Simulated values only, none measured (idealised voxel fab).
Name of the process module below: voxel transistor to metal
Cross-section cut spans 165 nm and uses square cells 5 nm in size.
Cross-section = grid of square cells, listed top down in bands; band = one or more rows. Top, bottom (nm), then materials left to right with widths (nm); lone material tagged "edge to edge" fills the whole band edge to edge; "empty" = empty space. For the purposes of this specification, 0 denotes the height below which the wafer in its as-received condition is composed wholly of one material, and the lowermost band, lacking a lower limit, extends downward without end, as expressed in "0 down". The two numbers in a width such as "30..40" mark its ends across the band: the first belongs to the top row of cells, the second to the bottom row, and from each row to the next the width moves by the same amount. Take "nothing changed" at face value: in the step it is given for, the cross-section changed in none of its cells. In "Fully closed voids" the enclosed voids are listed, meaning empty spaces of 8 cells or larger without any opening to the top. The form is width x height at distance, distance from the left edge, units nm. Post-settings text on a step line: simulator's own remark regarding the step. You can add "overlay nm" to a step's line. For a step with a mask, it describes how far the mask lay to the right of its planned position, and a negative number describes a lay to the left.
### This section lists the process steps that were planned
1: RECEIVE | material Si
2: OXIDIZE | depth nm 5
3: CONFORMAL_DEP | material SiN | thk nm 15
4: DIRECTIONAL_DEP | material aC | thk nm 10
5: PATTERN | tone cover | mask id ACTIVE | material resist | width nm 115 | thk nm 25 | overlay nm 0
6: DIRECTIONAL_ETCH | etch materials aC | depth nm 10
7: STRIP | etch materials resist
8: DIRECTIONAL_ETCH | etch materials SiN | depth nm 15
9: DIRECTIONAL_ETCH | etch materials SiO2 | depth nm 5
10: DIRECTIONAL_ETCH | etch materials Si | depth nm 25
11: STRIP | etch materials aC
12: OXIDIZE | depth nm 5
13: FILL_DEP | material SiO2 | thk nm 15
14: CMP | height nm 15
15: SELECTIVE_ETCH | etch materials SiO2 | depth nm 5
16: STRIP | etch materials SiN
17: SELECTIVE_ETCH | etch materials SiO2 | depth nm 5
18: OXIDIZE | depth nm 5
19: DIRECTIONAL_DEP | material polySi | thk nm 25
20: DIRECTIONAL_DEP | material SiCN | thk nm 15
21: PATTERN | tone cover | mask id GATE | material resist | width nm 35 | thk nm 20 | overlay nm 0
22: DIRECTIONAL_ETCH | etch materials SiCN | depth nm 25
23: DIRECTIONAL_ETCH | etch materials polySi | depth nm 35
24: STRIP | etch materials resist
25: CONFORMAL_DEP | material SiN | thk nm 5
26: DIRECTIONAL_ETCH | etch materials SiN | depth nm 5
27: DIRECTIONAL_ETCH | etch materials SiO2 | depth nm 5
28: DIRECTIONAL_ETCH | etch materials Si | depth nm 15
29: EPI | material pSi | thk nm 15
30: FILL_DEP | material SiO2 | thk nm 10
31: CMP | height nm 20
32: STRIP | etch materials polySi
33: SELECTIVE_ETCH | etch materials SiO2 | depth nm 5
34: CONFORMAL_DEP | material HfO2 | thk nm 5
35: CONFORMAL_DEP | material TiN | thk nm 5
36: FILL_DEP | material W | thk nm 5
37: CMP | height nm 15
38: DIRECTIONAL_DEP | material SiO2 | thk nm 15
39: DIRECTIONAL_DEP | material aC | thk nm 15
40: PATTERN | tone open | mask id CONTACT | material resist | width nm 15 | pitch nm 80 | thk nm 35 | overlay nm 0
41: DIRECTIONAL_ETCH | etch materials aC | depth nm 15
42: STRIP | etch materials resist
43: DIRECTIONAL_ETCH | etch materials SiO2 | depth nm 40
44: STRIP | etch materials aC
45: CONFORMAL_DEP | material TiN | thk nm 5
46: FILL_DEP | material W | thk nm 10
47: CMP | height nm 30
48: CONFORMAL_DEP | material SiCN | thk nm 5
49: DIRECTIONAL_DEP | material lowk | thk nm 20
50: PATTERN | tone open | mask id METAL_1 | material resist | width nm 15 | pitch nm 80 | thk nm 15 | overlay nm 0
51: DIRECTIONAL_ETCH | etch materials lowk | depth nm 20
52: DIRECTIONAL_ETCH | etch materials SiCN | depth nm 5
53: STRIP | etch materials resist
54: CONFORMAL_DEP | material TiN | thk nm 5
55: FILL_DEP | material Cu | thk nm 5
56: CMP | height nm 55
57: CONFORMAL_DEP | material SiCN | thk nm 5
58: DIRECTIONAL_DEP | material SiO2 | thk nm 35
59: PATTERN | tone open | mask id METAL_2 | material resist | width nm 15 | pitch nm 80 | thk nm 20 | overlay nm 0
60: DIRECTIONAL_ETCH | etch materials SiO2 | depth nm 20
61: STRIP | etch materials resist
62: MASKED_ETCH | tone open | mask id METAL_2_HOLES | width nm 15 | pitch nm 80 | etch materials SiO2 | depth nm 15 | overlay nm 0
63: MASKED_ETCH | tone open | mask id METAL_2_HOLES | width nm 15 | pitch nm 80 | etch materials SiCN | depth nm 5 | overlay nm 0
64: CONFORMAL_DEP | material TiN | thk nm 5
65: FILL_DEP | material Ru | thk nm 10
66: CMP | height nm 95
67: CONFORMAL_DEP | material SiCN | thk nm 5
What sets these wafers apart? The width nm at step 50. They all start alike, and the plan carries the first wafer's value.
### Cross-section: the first of several wafers in its as-received state, i.e. following step 1
0 down | Si edge to edge
Fully closed voids: none
### Where each wafer stands at the end of the module, a row apiece: cells of each material gained (+) or lost (-) since it was received, then closed voids
width nm 15, +8 Cu, +17 HfO2, +14 Ru, -162 Si, +87 SiCN, +12 SiN, +404 SiO2, +101 TiN, +17 W, +108 lowk, +54 pSi, Fully closed voids: none
width nm 20, +16 Cu, +17 HfO2, +14 Ru, -162 Si, +85 SiCN, +12 SiN, +404 SiO2, +103 TiN, +17 W, +100 lowk, +54 pSi, Fully closed voids: none
width nm 25, +24 Cu, +17 HfO2, +14 Ru, -162 Si, +83 SiCN, +12 SiN, +404 SiO2, +105 TiN, +17 W, +92 lowk, +54 pSi, Fully closed voids: none
width nm 30, +32 Cu, +17 HfO2, +14 Ru, -162 Si, +81 SiCN, +12 SiN, +404 SiO2, +107 TiN, +17 W, +84 lowk, +54 pSi, Fully closed voids: none
